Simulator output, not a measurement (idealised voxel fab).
The name of this process module is voxel double patterning.
255 nm wide, 5 nm square cells: that's cross-section cut.
Square cells in a grid make up a cross-section in this document, and the grid is given as bands, listed from the top down, each one or more rows of cells. For a band, the entry starts with two heights in nm, that of the top and then that of the bottom, and carries on with the band's materials in order from left to right, each alongside its width in nm; the word "all across" beside a single material means it fills the band edge to edge, and "air" means empty space. Heads up on the height convention: 0 is the point under which the incoming wafer is all one material, and the lowest band has no bottom, it just keeps going down, like "from 0 down". The notation "30->40" denotes a width that varies across the rows of cells in the band, beginning at the first number in the top row, finishing at the second number in the bottom row, and changing by an identical amount from each row to the next. Step marked "no alterations made"? Then no cell in the cross-section changed in it. So "Enclosed empty spaces" is basically the list of trapped voids: any empty space of 8 cells or more that can't reach the top through an opening. They're written width x height at distance, the distance being from the left edge, and it's all nm. On each step's line, the part that comes after the settings is the simulator's own comment on the step. overlay nm: how far to the right of its planned place the mask lay on this masked step (negative: to the left).

**Steps planned for the process**
step 1: RECEIVE [material Si]
step 2: CONFORMAL_DEP [material SiO2] [thk nm 10]
step 3: DIRECTIONAL_DEP [material polySi] [thk nm 15]
step 4: DIRECTIONAL_DEP [material SiCN] [thk nm 5]
step 5: PATTERN [tone open] [mask id FIRST] [material resist] [width nm 15] [pitch nm 50] [thk nm 15] [overlay nm 0]
step 6: DIRECTIONAL_ETCH [etch materials SiCN] [depth nm 5]
step 7: STRIP [etch materials resist]
step 8: MASKED_ETCH [tone open] [mask id SECOND] [width nm 15] [etch materials SiCN] [depth nm 5] [overlay nm 0]
step 9: DIRECTIONAL_ETCH [etch materials polySi] [depth nm 15]
step 10: STRIP [etch materials SiCN]

**Delivered wafer in cross-section: state after step 1**
    from 0 down: Si all across
    Enclosed empty spaces: none

**The cross-section shown corresponds to the wafer at the conclusion of the module. The initial structure and the process plan are those presented above; however, one mistake occurred in executing the plan**
    from 40 to 25: 95 polySi  15 air  10 polySi  15 air  10 polySi  15 air  95 polySi
    from 25 to 10: polySi all across
    from 10 to 0: SiO2 all across
    from 0 down: Si all across
    Enclosed empty spaces: none
What broke from the plan during processing? step 3 of the plan was executed twice over
